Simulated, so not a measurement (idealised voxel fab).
Proc. module: voxel trench capacitor
It is cross-section cut that appears here, measuring 275 nm in width, its square cells being 5 nm in size.
The cross-sections in this document take the form of a grid made of square cells. They are written out as bands, in order from top to bottom. Each band consists of one or more rows of cells.
A band entry consists of two parts. The first gives the height of the band's top and the height of its bottom, in nm. The rest lists the band's materials from left to right, each with its width in nm. A single material labelled with the word "throughout" fills the band from edge to edge, and the word "air" marks empty space.
Heights from 0 (as-received wafer is one material below). Bottom band endless downward, as "0 and below".
Width "30->40": first value at the band's top row of cells, second value at its bottom row, equal change from row to row.
Key: "nothing was modified" - step with no changed cell in the cross-section.
What "Encapsulated voids" gives you is every empty space of 8 cells or more that is cut off from the top. Each appears as width x height at distance, with the distance taken from the left edge and width, height and distance all in nm.
Note: text after step settings on the step line = simulator remark on that step.
overlay nm: for a step with a mask, the amount by which the mask lay right of where it was planned; a negative amount means left of it.
The steps planned for the process are as follows:
1: RECEIVE (material Si)
2: CONFORMAL_DEP (material SiN; thk nm 10)
3: MASKED_ETCH (tone open; mask id TRENCH; width nm 30; pitch nm 60; etch materials SiN; depth nm 10; overlay nm 0)
4: MASKED_ETCH (tone open; mask id TRENCH; width nm 30; pitch nm 60; etch materials Si; depth nm 25; overlay nm 0)
5: CONFORMAL_DEP (material Al2O3; thk nm 5)
6: CONFORMAL_DEP (material TiN; thk nm 5)
7: FILL_DEP (material W; thk nm 10)
8: CMP (height nm 10)
As-received wafer cross-section (after step 1):
	0 and below: Si throughout
	Encapsulated voids: none
As-planned run: cross-section of the first of two wafers at end of module:
	10 down to 0: SiN (30) / Al2O3 (5) / TiN (5) / W (10) / TiN (5) / Al2O3 (5) / SiN (30) / Al2O3 (5) / TiN (5) / W (10) / TiN (5) / Al2O3 (5) / SiN (30) / Al2O3 (5) / TiN (5) / W (10) / TiN (5) / Al2O3 (5) / SiN (30) / Al2O3 (5) / TiN (5) / W (10) / TiN (5) / Al2O3 (5) / SiN (35)
	0 down to -15: Si (30) / Al2O3 (5) / TiN (5) / W (10) / TiN (5) / Al2O3 (5) / Si (30) / Al2O3 (5) / TiN (5) / W (10) / TiN (5) / Al2O3 (5) / Si (30) / Al2O3 (5) / TiN (5) / W (10) / TiN (5) / Al2O3 (5) / Si (30) / Al2O3 (5) / TiN (5) / W (10) / TiN (5) / Al2O3 (5) / Si (35)
	-15 down to -20: Si (30) / Al2O3 (5) / TiN (20) / Al2O3 (5) / Si (30) / Al2O3 (5) / TiN (20) / Al2O3 (5) / Si (30) / Al2O3 (5) / TiN (20) / Al2O3 (5) / Si (30) / Al2O3 (5) / TiN (20) / Al2O3 (5) / Si (35)
	-20 down to -25: Si (30) / Al2O3 (30) / Si (30) / Al2O3 (30) / Si (30) / Al2O3 (30) / Si (30) / Al2O3 (30) / Si (35)
	-25 and below: Si throughout
	Encapsulated voids: none
Cross-sectional view of the second of two wafers upon completion of the module. This wafer shared its starting condition and process plan with the first; one error was made during its execution:
	30 down to 20: W throughout
	20 down to 15: TiN (40) / W (10) / TiN (50) / W (10) / TiN (50) / W (10) / TiN (50) / W (10) / TiN (45)
	15 down to 10: Al2O3 (35) / TiN (5) / W (10) / TiN (5) / Al2O3 (40) / TiN (5) / W (10) / TiN (5) / Al2O3 (40) / TiN (5) / W (10) / TiN (5) / Al2O3 (40) / TiN (5) / W (10) / TiN (5) / Al2O3 (40)
	10 down to 0: SiN (30) / Al2O3 (5) / TiN (5) / W (10) / TiN (5) / Al2O3 (5) / SiN (30) / Al2O3 (5) / TiN (5) / W (10) / TiN (5) / Al2O3 (5) / SiN (30) / Al2O3 (5) / TiN (5) / W (10) / TiN (5) / Al2O3 (5) / SiN (30) / Al2O3 (5) / TiN (5) / W (10) / TiN (5) / Al2O3 (5) / SiN (35)
	0 down to -15: Si (30) / Al2O3 (5) / TiN (5) / W (10) / TiN (5) / Al2O3 (5) / Si (30) / Al2O3 (5) / TiN (5) / W (10) / TiN (5) / Al2O3 (5) / Si (30) / Al2O3 (5) / TiN (5) / W (10) / TiN (5) / Al2O3 (5) / Si (30) / Al2O3 (5) / TiN (5) / W (10) / TiN (5) / Al2O3 (5) / Si (35)
	-15 down to -20: Si (30) / Al2O3 (5) / TiN (20) / Al2O3 (5) / Si (30) / Al2O3 (5) / TiN (20) / Al2O3 (5) / Si (30) / Al2O3 (5) / TiN (20) / Al2O3 (5) / Si (30) / Al2O3 (5) / TiN (20) / Al2O3 (5) / Si (35)
	-20 down to -25: Si (30) / Al2O3 (30) / Si (30) / Al2O3 (30) / Si (30) / Al2O3 (30) / Si (30) / Al2O3 (30) / Si (35)
	-25 and below: Si throughout
	Encapsulated voids: none
Which mistake was made when the wafer was run? no execution of plan step 8; skipped
In the final state, the cell counts of the second wafer exceed or fall short of those of the first for the following materials: Al2O3: 39 more, TiN: 55 more, W: 126 more
